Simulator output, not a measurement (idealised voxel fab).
The following process module bears the name voxel ribs on slabs.
It is cross-section cut that appears here, measuring 250 nm in width, its square cells being 5 nm in size.
A cross-section in this document is a grid of square cells, and it is written down as bands, the top band listed before the ones below it; a band is made up of one or more rows of cells. Top, bottom (nm), then materials left to right with widths (nm); lone material tagged "everywhere" fills the whole band edge to edge; "air" = empty space. Convention: height 0 is the level below which the wafer, as received, is all one material. The lowest band does not terminate at the bottom but continues downward, represented as "0 nm and below". Quick explanation for "30->40": the width changes in equal steps down the rows of cells, from the first number in the band's top row to the second number in its bottom row. Where a step carries "no alterations made", the cross-section came out of it unchanged, cell for cell. So "Closed cavity list" is basically the list of trapped voids: any empty space of 8 cells or more that can't reach the top through an opening. They're written width x height at distance, the distance being from the left edge, and it's all nm. after a step's settings: what the simulator itself notes on the step. overlay nm: mask right of planned place by this much (step with mask). Neg. = left.
This section lists the process steps that were planned:
1. RECEIVE, material Si
2. DIRECTIONAL_DEP, material SiO2, thk nm 20
3. DIRECTIONAL_DEP, material SiN, thk nm 25
4. PATTERN, tone cover, mask id RIB, material resist, width nm 25, thk nm 15, overlay nm 0
5. DIRECTIONAL_ETCH, etch materials SiN, depth nm 5
6. STRIP, etch materials resist
7. DIRECTIONAL_DEP, material aC, thk nm 10
8. PATTERN, tone cover, mask id SLAB, material resist, width nm 55, thk nm 25, overlay nm 0
9. DIRECTIONAL_ETCH, etch materials aC, depth nm 10
10. STRIP, etch materials resist
11. DIRECTIONAL_ETCH, etch materials SiN, depth nm 20
12. STRIP, etch materials aC
13. FILL_DEP, material SiO2, thk nm 25
14. CMP, height nm 65
15. DIRECTIONAL_DEP, material TiN, thk nm 10
16. DIRECTIONAL_DEP, material aC, thk nm 15
17. PATTERN, tone cover, mask id HEATER, material resist, width nm 35, thk nm 35, overlay nm 0
18. DIRECTIONAL_ETCH, etch materials aC, depth nm 15
19. STRIP, etch materials resist
20. DIRECTIONAL_ETCH, etch materials TiN, depth nm 10
21. STRIP, etch materials aC
22. CONFORMAL_DEP, material SiN, thk nm 10
So, the first of our two wafers, run just as we planned it:
Cross-section, incoming material, after step 1:
- 0 nm and below | Si everywhere
- Closed cavity list: none
So this is the wafer cross-section right after step 2:
- 20 nm to 0 nm | SiO2 everywhere
- Heights below 0 show no change.
So this is the wafer cross-section right after step 3:
- 45 nm to 20 nm | SiN everywhere
- Heights below 20 show no change.
So this is the wafer cross-section right after step 4:
- 60 nm to 45 nm | air: 110; resist: 25; air: 115
- Heights below 45 show no change.
So this is the wafer cross-section right after step 5:
- 60 nm to 45 nm | air: 110; resist: 25; air: 115
- 45 nm to 40 nm | air: 110; SiN: 25; air: 115
- Heights below 40 show no change.
So this is the wafer cross-section right after step 6:
- 45 nm to 40 nm | air: 110; SiN: 25; air: 115
- Heights below 40 show no change.
So this is the wafer cross-section right after step 7:
- 55 nm to 50 nm | air: 110; aC: 25; air: 115
- 50 nm to 45 nm | aC everywhere
- 45 nm to 40 nm | aC: 110; SiN: 25; aC: 115
- Heights below 40 show no change.
So this is the wafer cross-section right after step 8:
- 80 nm to 55 nm | air: 95; resist: 55; air: 100
- 55 nm to 50 nm | air: 95; resist: 15; aC: 25; resist: 15; air: 100
- Heights below 50 show no change.
So this is the wafer cross-section right after step 9:
- 70 nm to 55 nm | air: 95; resist: 55; air: 100
- 55 nm to 50 nm | air: 95; resist: 15; aC: 25; resist: 15; air: 100
- 50 nm to 45 nm | air: 95; aC: 55; air: 100
- 45 nm to 40 nm | air: 95; aC: 15; SiN: 25; aC: 15; air: 100
- Heights below 40 show no change.
So this is the wafer cross-section right after step 10:
- 55 nm to 45 nm | air: 110->95; aC: 25->55; air: 115->100
- Heights below 45 show no change.
So this is the wafer cross-section right after step 11:
- 55 nm to 45 nm | air: 110->95; aC: 25->55; air: 115->100
- 45 nm to 40 nm | air: 95; aC: 15; SiN: 25; aC: 15; air: 100
- 40 nm to 20 nm | air: 95; SiN: 55; air: 100
- Heights below 20 show no change.
So this is the wafer cross-section right after step 12:
- 45 nm to 40 nm | air: 110; SiN: 25; air: 115
- Heights below 40 show no change.
So this is the wafer cross-section right after step 13:
- 70 nm to 45 nm | SiO2 everywhere
- 45 nm to 40 nm | SiO2: 110; SiN: 25; SiO2: 115
- 40 nm to 20 nm | SiO2: 95; SiN: 55; SiO2: 100
- Heights below 20 show no change.
So this is the wafer cross-section right after step 14:
- 65 nm to 45 nm | SiO2 everywhere
- Heights below 45 show no change.
So this is the wafer cross-section right after step 15:
- 75 nm to 65 nm | TiN everywhere
- Heights below 65 show no change.
So this is the wafer cross-section right after step 16:
- 90 nm to 75 nm | aC everywhere
- Heights below 75 show no change.
So this is the wafer cross-section right after step 17:
- 125 nm to 90 nm | air: 105; resist: 35; air: 110
- Heights below 90 show no change.
So this is the wafer cross-section right after step 18:
- 110 nm to 90 nm | air: 105; resist: 35; air: 110
- 90 nm to 75 nm | air: 105; aC: 35; air: 110
- Heights below 75 show no change.
So this is the wafer cross-section right after step 19:
- 90 nm to 75 nm | air: 105; aC: 35; air: 110
- Heights below 75 show no change.
So this is the wafer cross-section right after step 20:
- 90 nm to 75 nm | air: 105; aC: 35; air: 110
- 75 nm to 65 nm | air: 105; TiN: 35; air: 110
- Heights below 65 show no change.
So this is the wafer cross-section right after step 21:
- 75 nm to 65 nm | air: 105; TiN: 35; air: 110
- Heights below 65 show no change.
So this is the wafer cross-section right after step 22:
- 85 nm to 75 nm | air: 95; SiN: 55; air: 100
- 75 nm to 65 nm | SiN: 105; TiN: 35; SiN: 110
- Heights below 65 show no change.
Wafer two of the pair: same origin, same plan, one error during the run; identical to wafer one up to and including step 16:
Second wafer profile in section, at the moment step 17 of the plan was meant to be complete:
- 125 nm to 90 nm | resist: 105; air: 35; resist: 110
- Heights below 90 show no change.
Second wafer profile in section, at the moment step 18 of the plan was meant to be complete:
- 110 nm to 90 nm | resist: 105; air: 35; resist: 110
- 90 nm to 75 nm | aC: 105; air: 35; aC: 110
- Heights below 75 show no change.
Second wafer profile in section, at the moment step 19 of the plan was meant to be complete:
- 90 nm to 75 nm | aC: 105; air: 35; aC: 110
- Heights below 75 show no change.
Second wafer profile in section, at the moment step 20 of the plan was meant to be complete:
- 90 nm to 75 nm | aC: 105; air: 35; aC: 110
- 75 nm to 65 nm | TiN: 105; air: 35; TiN: 110
- Heights below 65 show no change.
Second wafer profile in section, at the moment step 21 of the plan was meant to be complete:
- 75 nm to 65 nm | TiN: 105; air: 35; TiN: 110
- Heights below 65 show no change.
Second wafer profile in section, at the moment step 22 of the plan was meant to be complete:
- 85 nm to 75 nm | SiN: 115; air: 15; SiN: 120
- 75 nm to 65 nm | TiN: 105; SiN: 35; TiN: 110
- Heights below 65 show no change.
It is concluded that the wafer was processed incorrectly with respect to the plan, in that step 17 was not run as planned; what actually ran was PATTERN, tone open, mask id HEATER, material resist, width nm 35, thk nm 35, overlay nm 0
at the end the second wafer has, in cells: 72 more of TiN
